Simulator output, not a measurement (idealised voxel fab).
You're looking at the process module voxel wiring stack.
This is section cut - it's 250 nm across, gridded in 5 nm square cells.
A cross-section is written here as square cells arranged in a grid, and it is given in bands from the top down, each band taking up one or more rows of cells.
Band entry format. Leading values: height of top, height of bottom, nm. Remainder: materials in left-to-right order, each with its width in nm. Special words: "edge to edge" on a single material, which then fills the band edge to edge; "empty", empty space.
All heights in this document are referenced to 0, defined as the level beneath which the wafer, as received, consists entirely of one material. The lowest band is not bounded below; it extends indefinitely downward and is written in the form "0 down".
The expression "30->40" gives the width at the extremes of the band, the first number at its top row of cells and the second at its bottom row, with the width changing by equal amounts from each row to the next in between.
The designation "nothing got changed", where it is given for a processing step, indicates that no cell of the cross-section was altered in the course of that step.
If an empty space has no open way to the top and is at least 8 cells in size, "Fully sealed cavities" lists it, written width x height at distance, where distance is measured from the left edge and every value is in nm.
On each step's line, the part that comes after the settings is the simulator's own comment on the step.
A step line may carry the setting "overlay nm", which, for steps involving a mask, states the distance by which the mask lay to the right of its intended position; negative values denote displacement to the left.

-- plan
step 1: RECEIVE,material Si
step 2: CONFORMAL_DEP,material SiO2,thk nm 10
step 3: DIRECTIONAL_DEP,material TiN,thk nm 5
step 4: DIRECTIONAL_DEP,material W,thk nm 15
step 5: DIRECTIONAL_DEP,material aC,thk nm 10
step 6: PATTERN,tone cover,mask id METAL_1,material resist,width nm 30,pitch nm 50,thk nm 25,overlay nm 0
step 7: DIRECTIONAL_ETCH,etch materials aC,depth nm 10
step 8: STRIP,etch materials resist
step 9: DIRECTIONAL_ETCH,etch materials W,depth nm 15
step 10: DIRECTIONAL_ETCH,etch materials TiN,depth nm 5
step 11: STRIP,etch materials aC
step 12: FILL_DEP,material lowk,thk nm 5
step 13: CMP,height nm 30
step 14: CONFORMAL_DEP,material SiCN,thk nm 5
step 15: DIRECTIONAL_DEP,material lowk,thk nm 25
step 16: DIRECTIONAL_DEP,material aC,thk nm 10
step 17: PATTERN,tone open,mask id METAL_2,material resist,width nm 30,pitch nm 50,thk nm 25,overlay nm 0
step 18: DIRECTIONAL_ETCH,etch materials aC,depth nm 10
step 19: STRIP,etch materials resist
step 20: DIRECTIONAL_ETCH,etch materials lowk,depth nm 15
step 21: STRIP,etch materials aC
step 22: MASKED_ETCH,tone open,mask id METAL_2_HOLES,width nm 15,pitch nm 50,etch materials lowk,depth nm 10,overlay nm 0
step 23: MASKED_ETCH,tone open,mask id METAL_2_HOLES,width nm 15,pitch nm 50,etch materials SiCN,depth nm 5,overlay nm 0
step 24: CONFORMAL_DEP,material TiN,thk nm 5
step 25: FILL_DEP,material Cu,thk nm 10
step 26: CMP,height nm 60
step 27: CONFORMAL_DEP,material SiCN,thk nm 5
step 28: DIRECTIONAL_DEP,material SiO2,thk nm 15
step 29: PATTERN,tone open,mask id PLUG_2,material resist,width nm 15,pitch nm 50,thk nm 15,overlay nm 0
step 30: DIRECTIONAL_ETCH,etch materials SiO2,depth nm 15
step 31: DIRECTIONAL_ETCH,etch materials SiCN,depth nm 5
step 32: STRIP,etch materials resist
step 33: EPI,material Ru,thk nm 10
step 34: EPI,material Ru,thk nm 10
step 35: DIRECTIONAL_DEP,material TiN,thk nm 5
step 36: DIRECTIONAL_DEP,material Ru,thk nm 25
step 37: MASKED_ETCH,tone cover,mask id METAL_3,width nm 30,pitch nm 50,etch materials Ru,depth nm 25,overlay nm 0
step 38: MASKED_ETCH,tone cover,mask id METAL_3,width nm 30,pitch nm 50,etch materials TiN,depth nm 5,overlay nm 0
step 39: CONFORMAL_DEP,material SiCN,thk nm 5
step 40: FILL_DEP,material lowk,thk nm 5
step 41: CMP,height nm 110
step 42: CONFORMAL_DEP,material SiCN,thk nm 5

-- Cross-section of the incoming wafer, state after step 1
- 0 down: Si edge to edge
- Fully sealed cavities: none

-- First of two wafers at the end of the module, shown in cross-section; run carried out as planned
- 115 to 110: SiCN edge to edge
- 110 to 85: 55 of lowk | 5 of SiCN | 30 of Ru | 5 of SiCN | 10 of lowk | 5 of SiCN | 30 of Ru | 5 of SiCN | 10 of lowk | 5 of SiCN | 30 of Ru | 5 of SiCN | 55 of lowk
- 85 to 80: 60 of SiCN | 30 of TiN | 20 of SiCN | 30 of TiN | 20 of SiCN | 30 of TiN | 60 of SiCN
- 80 to 65: 60 of SiO2 | 15 of Ru | 35 of SiO2 | 15 of Ru | 35 of SiO2 | 15 of Ru | 75 of SiO2
- 65 to 60: 60 of SiCN | 15 of Ru | 35 of SiCN | 15 of Ru | 35 of SiCN | 15 of Ru | 75 of SiCN
- 60 to 50: 60 of lowk | 5 of TiN | 20 of Cu | 5 of TiN | 20 of lowk | 5 of TiN | 20 of Cu | 5 of TiN | 20 of lowk | 5 of TiN | 20 of Cu | 5 of TiN | 60 of lowk
- 50 to 45: 60 of lowk | 5 of TiN | 5 of Cu | 20 of TiN | 20 of lowk | 5 of TiN | 5 of Cu | 20 of TiN | 20 of lowk | 5 of TiN | 5 of Cu | 20 of TiN | 60 of lowk
- 45 to 35: 60 of lowk | 5 of TiN | 5 of Cu | 5 of TiN | 35 of lowk | 5 of TiN | 5 of Cu | 5 of TiN | 35 of lowk | 5 of TiN | 5 of Cu | 5 of TiN | 75 of lowk
- 35 to 30: 60 of SiCN | 15 of TiN | 35 of SiCN | 15 of TiN | 35 of SiCN | 15 of TiN | 75 of SiCN
- 30 to 15: 60 of lowk | 30 of W | 20 of lowk | 30 of W | 20 of lowk | 30 of W | 60 of lowk
- 15 to 10: 60 of lowk | 30 of TiN | 20 of lowk | 30 of TiN | 20 of lowk | 30 of TiN | 60 of lowk
- 10 to 0: SiO2 edge to edge
- 0 down: Si edge to edge
- Fully sealed cavities: none

-- Wafer two (of two), end-of-module cross-section: start = wafer one, plan = wafer one, one run mistake
- 115 to 110: SiCN edge to edge
- 110 to 105: 55 of lowk | 40 of SiCN | 10 of lowk | 40 of SiCN | 10 of lowk | 40 of SiCN | 55 of lowk
- 105 to 85: 55 of lowk | 5 of SiCN | 30 of Ru | 5 of SiCN | 10 of lowk | 5 of SiCN | 30 of Ru | 5 of SiCN | 10 of lowk | 5 of SiCN | 30 of Ru | 5 of SiCN | 55 of lowk
- 85 to 80: 60 of SiCN | 30 of Ru | 20 of SiCN | 30 of Ru | 20 of SiCN | 30 of Ru | 60 of SiCN
- 80 to 65: 60 of SiO2 | 15 of Ru | 35 of SiO2 | 15 of Ru | 35 of SiO2 | 15 of Ru | 75 of SiO2
- 65 to 60: 60 of SiCN | 15 of Ru | 35 of SiCN | 15 of Ru | 35 of SiCN | 15 of Ru | 75 of SiCN
- 60 to 50: 60 of lowk | 5 of TiN | 20 of Cu | 5 of TiN | 20 of lowk | 5 of TiN | 20 of Cu | 5 of TiN | 20 of lowk | 5 of TiN | 20 of Cu | 5 of TiN | 60 of lowk
- 50 to 45: 60 of lowk | 5 of TiN | 5 of Cu | 20 of TiN | 20 of lowk | 5 of TiN | 5 of Cu | 20 of TiN | 20 of lowk | 5 of TiN | 5 of Cu | 20 of TiN | 60 of lowk
- 45 to 35: 60 of lowk | 5 of TiN | 5 of Cu | 5 of TiN | 35 of lowk | 5 of TiN | 5 of Cu | 5 of TiN | 35 of lowk | 5 of TiN | 5 of Cu | 5 of TiN | 75 of lowk
- 35 to 30: 60 of SiCN | 15 of TiN | 35 of SiCN | 15 of TiN | 35 of SiCN | 15 of TiN | 75 of SiCN
- 30 to 15: 60 of lowk | 30 of W | 20 of lowk | 30 of W | 20 of lowk | 30 of W | 60 of lowk
- 15 to 10: 60 of lowk | 30 of TiN | 20 of lowk | 30 of TiN | 20 of lowk | 30 of TiN | 60 of lowk
- 10 to 0: SiO2 edge to edge
- 0 down: Si edge to edge
- Fully sealed cavities: none
Processing error: with respect to the plan, step 35 was omitted and not executed
Final tally in cells, some materials are higher or lower on the second wafer than on the first: SiCN: 18 more, TiN: 18 fewer
